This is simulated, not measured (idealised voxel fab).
Module name: voxel local oxidation (process module)
Each square cell in cross-section cut measures 5 nm, and the section as a whole is 250 nm wide.
A cross-section in this document is a grid of square cells, and it is written down as bands, the top band listed before the ones below it; a band is made up of one or more rows of cells. Look at the band entry: it leads with the top's height and the bottom's height in nm. Then it lists the materials left to right, with a width in nm for each. The word "all across" on a single material says that material fills the band edge to edge. The word "air" is empty space. Basically, 0 is our baseline, since under it the wafer straight out of the box is all one material. The bottom band has no lower end and keeps on going down, so it looks like "z 0 and below". The two numbers in a width such as "30->40" mark its ends across the band: the first belongs to the top row of cells, the second to the bottom row, and from each row to the next the width moves by the same amount. Given "same as before" for a step, no cell of the cross-section differs between before and after that step. "Unvented cavities" contains a list of empty spaces, each no smaller than 8 cells and without an open way to the top, written in the form width x height at distance with the distance from the left edge and all three in nm. If you see something after the settings on a step's line, that's the simulator's own remark about that step. overlay nm, on a step with a mask: how far to the right of its planned place the mask lay; to the left if negative.

PROCESS STEPS (PLANNED)
1. op RECEIVE | material Si
2. op CONFORMAL_DEP | material SiO2 | thk nm 5
3. op CONFORMAL_DEP | material SiN | thk nm 15
4. op DIRECTIONAL_DEP | material aC | thk nm 15
5. op PATTERN | tone cover | mask id ACTIVE | material resist | width nm 125 | thk nm 35 | overlay nm 0
6. op DIRECTIONAL_ETCH | etch materials aC | depth nm 15
7. op STRIP | etch materials resist
8. op DIRECTIONAL_ETCH | etch materials SiN | depth nm 15
9. op STRIP | etch materials aC
10. op SELECTIVE_ETCH | etch materials SiO2 | depth nm 5
11. op OXIDIZE | depth nm 15
12. op STRIP | etch materials SiN

FIRST OF THE TWO WAFERS, RUN PER PLAN

CROSS-SECTION OF THE WAFER UPON ARRIVAL, REPRESENTING THE STATE REACHED AFTER STEP 1
	z 0 and below  Si all across
	Unvented cavities: none

STEP 2 COMPLETE: CROSS-SECTION THROUGH THE WAFER
	z 5 to 0  SiO2 all across
	Below a height of 0, the structure has not been altered.

STEP 3 COMPLETE: CROSS-SECTION THROUGH THE WAFER
	z 20 to 5  SiN all across
	Below a height of 5, the structure has not been altered.

STEP 4 COMPLETE: CROSS-SECTION THROUGH THE WAFER
	z 35 to 20  aC all across
	Below a height of 20, the structure has not been altered.

STEP 5 COMPLETE: CROSS-SECTION THROUGH THE WAFER
	z 70 to 35  60 of air  125 of resist  65 of air
	Below a height of 35, the structure has not been altered.

STEP 6 COMPLETE: CROSS-SECTION THROUGH THE WAFER
	z 55 to 35  60 of air  125 of resist  65 of air
	z 35 to 20  60 of air  125 of aC  65 of air
	Below a height of 20, the structure has not been altered.

STEP 7 COMPLETE: CROSS-SECTION THROUGH THE WAFER
	z 35 to 20  60 of air  125 of aC  65 of air
	Below a height of 20, the structure has not been altered.

STEP 8 COMPLETE: CROSS-SECTION THROUGH THE WAFER
	z 35 to 20  60 of air  125 of aC  65 of air
	z 20 to 5  60 of air  125 of SiN  65 of air
	Below a height of 5, the structure has not been altered.

STEP 9 COMPLETE: CROSS-SECTION THROUGH THE WAFER
	z 20 to 5  60 of air  125 of SiN  65 of air
	Below a height of 5, the structure has not been altered.

STEP 10 COMPLETE: CROSS-SECTION THROUGH THE WAFER
	z 20 to 5  60 of air  125 of SiN  65 of air
	z 5 to 0  65 of air  115 of SiO2  70 of air
	Below a height of 0, the structure has not been altered.

STEP 11 COMPLETE: CROSS-SECTION THROUGH THE WAFER
	z 20 to 5  60 of air  125 of SiN  65 of air
	z 5 to 0  65 of air  115 of SiO2  70 of air
	z 0 to -15  80 of SiO2  85 of Si  85 of SiO2
	Below a height of -15, the structure has not been altered.

STEP 12 COMPLETE: CROSS-SECTION THROUGH THE WAFER
	z 5 to 0  65 of air  115 of SiO2  70 of air
	Below a height of 0, the structure has not been altered.

THE SECOND WAFER: COMMON ORIGIN AND PLAN, ONE MISTAKE IN EXECUTION, IDENTICAL TO THE FIRST THROUGH STEP 4

SECOND WAFER, SECTIONED VIEW, AT STEP 5'S PLANNED END TIME
	z 70 to 35  60 of resist  125 of air  65 of resist
	Below a height of 35, the structure has not been altered.

SECOND WAFER, SECTIONED VIEW, AT STEP 6'S PLANNED END TIME
	z 55 to 35  60 of resist  125 of air  65 of resist
	z 35 to 20  60 of aC  125 of air  65 of aC
	Below a height of 20, the structure has not been altered.

SECOND WAFER, SECTIONED VIEW, AT STEP 7'S PLANNED END TIME
	z 35 to 20  60 of aC  125 of air  65 of aC
	Below a height of 20, the structure has not been altered.

SECOND WAFER, SECTIONED VIEW, AT STEP 8'S PLANNED END TIME
	z 35 to 20  60 of aC  125 of air  65 of aC
	z 20 to 5  60 of SiN  125 of air  65 of SiN
	Below a height of 5, the structure has not been altered.

SECOND WAFER, SECTIONED VIEW, AT STEP 9'S PLANNED END TIME
	z 20 to 5  60 of SiN  125 of air  65 of SiN
	Below a height of 5, the structure has not been altered.

SECOND WAFER, SECTIONED VIEW, AT STEP 10'S PLANNED END TIME
	z 20 to 5  60 of SiN  125 of air  65 of SiN
	z 5 to 0  55 of SiO2  135 of air  60 of SiO2
	Below a height of 0, the structure has not been altered.

SECOND WAFER, SECTIONED VIEW, AT STEP 11'S PLANNED END TIME
	z 20 to 5  60 of SiN  125 of air  65 of SiN
	z 5 to 0  55 of SiO2  135 of air  60 of SiO2
	z 0 to -15  40 of Si  165 of SiO2  45 of Si
	Below a height of -15, the structure has not been altered.

SECOND WAFER, SECTIONED VIEW, AT STEP 12'S PLANNED END TIME
	z 5 to 0  55 of SiO2  135 of air  60 of SiO2
	Below a height of 0, the structure has not been altered.
Against the plan, the run slipped here: it should be noted that step 5 was executed with settings other than those planned, the operation and settings actually applied being op PATTERN | tone open | mask id ACTIVE | material resist | width nm 125 | thk nm 35 | overlay nm 0
By the end, you'd get the same cell count for each material on either wafer, but the second wafer puts them somewhere else.
